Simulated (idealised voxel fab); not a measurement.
process module | voxel capacitor over wiring
cross-section cut | 200 nm wide | cells 5 nm
A cross-section is a grid of square cells, given in bands from the top down. A band is one or more rows of cells.
Each band's line starts with the height of the band's top and of its bottom, in nm. Then come its materials from left to right, each with its width in nm. One material with "throughout" fills the band from edge to edge. "air" is empty space.
Height 0 is the level under which the wafer as received is all one material. The lowest band goes on downwards, as in "0 down".
A width such as "30 to 40" changes by the same amount from each row of cells to the next, from the band's top row to its bottom row.
"no change" after a step means that no cell of the cross-section changed.
closed voids: empty space of 8 cells or more with no open way to the top, each as width x height at its distance from the left edge, in nm
after a step's settings: what the simulator itself notes on the step
overlay nm, on a step with a mask: how far to the right of its planned place the mask lay; to the left if negative
plan
1 op RECEIVE | material Si
2 op CONFORMAL_DEP | material SiO2 | thk nm 15
3 op DIRECTIONAL_DEP | material TiN | thk nm 5
4 op DIRECTIONAL_DEP | material W | thk nm 25
5 op MASKED_ETCH | tone cover | mask id METAL_1 | width nm 20 | pitch nm 90 | etch materials W | depth nm 25 | overlay nm -15
6 op MASKED_ETCH | tone cover | mask id METAL_1 | width nm 20 | pitch nm 90 | etch materials TiN | depth nm 5 | overlay nm 0
7 op FILL_DEP | material SiO2 | thk nm 10
8 op CMP | height nm 45
9 op CONFORMAL_DEP | material SiCN | thk nm 5
10 op DIRECTIONAL_DEP | material SiO2 | thk nm 20
11 op DIRECTIONAL_DEP | material aC | thk nm 10
12 op PATTERN | tone open | mask id PLUG_1 | material resist | width nm 15 | thk nm 25 | overlay nm 0
13 op DIRECTIONAL_ETCH | etch materials aC | depth nm 10
14 op STRIP | etch materials resist
15 op DIRECTIONAL_ETCH | etch materials SiO2 | depth nm 20
16 op DIRECTIONAL_ETCH | etch materials SiCN | depth nm 5
17 op STRIP | etch materials aC
18 op CONFORMAL_DEP | material TiN | thk nm 5
19 op FILL_DEP | material W | thk nm 5
20 op CMP | height nm 70
21 op DIRECTIONAL_DEP | material TiN | thk nm 10
22 op DIRECTIONAL_DEP | material HfO2 | thk nm 5
23 op DIRECTIONAL_DEP | material TiN | thk nm 5
24 op DIRECTIONAL_DEP | material aC | thk nm 15
25 op PATTERN | tone cover | mask id UPPER_PLATE | material resist | width nm 75 | thk nm 30 | overlay nm 0
26 op DIRECTIONAL_ETCH | etch materials aC | depth nm 15
27 op STRIP | etch materials resist
28 op DIRECTIONAL_ETCH | etch materials TiN | depth nm 5
29 op DIRECTIONAL_ETCH | etch materials HfO2 | depth nm 5
30 op STRIP | etch materials aC
31 op PATTERN | tone cover | mask id LOWER_PLATE | material resist | width nm 85 | thk nm 20 | overlay nm 0
32 op DIRECTIONAL_ETCH | etch materials TiN | depth nm 10
33 op STRIP | etch materials resist
34 op FILL_DEP | material SiO2 | thk nm 20
35 op CMP | height nm 105
36 op DIRECTIONAL_DEP | material aC | thk nm 15
37 op PATTERN | tone open | mask id PLUG_2 | material resist | width nm 15 | thk nm 35 | overlay nm 0
38 op DIRECTIONAL_ETCH | etch materials aC | depth nm 15
39 op STRIP | etch materials resist
40 op DIRECTIONAL_ETCH | etch materials SiO2 | depth nm 15
41 op STRIP | etch materials aC
42 op CONFORMAL_DEP | material TiN | thk nm 5
43 op FILL_DEP | material Cu | thk nm 5
44 op CMP | height nm 105
45 op CONFORMAL_DEP | material SiN | thk nm 5
varied across the wafers: overlay nm of step 5. The plan shows the first wafer's value. All wafers start alike
first wafer as received, after step 1
  0 down: Si throughout
  closed voids: none
first wafer at the end, after step 45
  110 to 105: SiN throughout
  105 to 95: SiO2 60 | TiN 5 | Cu 5 | TiN 5 | SiO2 125
  95 to 85: SiO2 60 to 50 | TiN 15 to 75 | SiO2 125 to 75
  85 to 80: SiO2 50 | HfO2 75 | SiO2 75
  80 to 70: SiO2 45 | TiN 85 | SiO2 70
  70 to 50: SiO2 50 | TiN 5 | W 5 | TiN 5 | SiO2 135
  50 to 45: SiCN 50 | TiN 15 | SiCN 135
  45 to 20: SiO2 30 | W 20 | SiO2 70 | W 20 | SiO2 60
  20 to 15: SiO2 30 | TiN 35 | SiO2 55 | TiN 35 | SiO2 45
  15 to 0: SiO2 throughout
  0 down: Si throughout
  closed voids: none
last wafer at the end
  110 to 105: SiN throughout
  105 to 95: SiO2 60 | TiN 5 | Cu 5 | TiN 5 | SiO2 125
  95 to 85: SiO2 60 to 50 | TiN 15 to 75 | SiO2 125 to 75
  85 to 80: SiO2 50 | HfO2 75 | SiO2 75
  80 to 70: SiO2 45 | TiN 85 | SiO2 70
  70 to 50: SiO2 50 | TiN 5 | W 5 | TiN 5 | SiO2 135
  50 to 45: SiCN 50 | TiN 15 | SiCN 135
  45 to 20: SiO2 60 | W 20 | SiO2 70 | W 20 | SiO2 30
  20 to 15: SiO2 45 | TiN 35 | SiO2 55 | TiN 35 | SiO2 30
  15 to 0: SiO2 throughout
  0 down: Si throughout
  closed voids: none
each wafer at the end: cells of each material gained (+) or lost (-) since it was received, then its closed voids
overlay nm -15 | +2 Cu | +15 HfO2 | +37 SiCN | +40 SiN | +661 SiO2 | +81 TiN | +44 W | closed voids: none
overlay nm -10 | +2 Cu | +15 HfO2 | +37 SiCN | +40 SiN | +663 SiO2 | +79 TiN | +44 W | closed voids: none
overlay nm -5 | +2 Cu | +15 HfO2 | +37 SiCN | +40 SiN | +665 SiO2 | +77 TiN | +44 W | closed voids: none
overlay nm 0 | +2 Cu | +15 HfO2 | +37 SiCN | +40 SiN | +667 SiO2 | +75 TiN | +44 W | closed voids: none
overlay nm 5 | +2 Cu | +15 HfO2 | +37 SiCN | +40 SiN | +665 SiO2 | +77 TiN | +44 W | closed voids: none
overlay nm 10 | +2 Cu | +15 HfO2 | +37 SiCN | +40 SiN | +663 SiO2 | +79 TiN | +44 W | closed voids: none
overlay nm 15 | +2 Cu | +15 HfO2 | +37 SiCN | +40 SiN | +661 SiO2 | +81 TiN | +44 W | closed voids: none
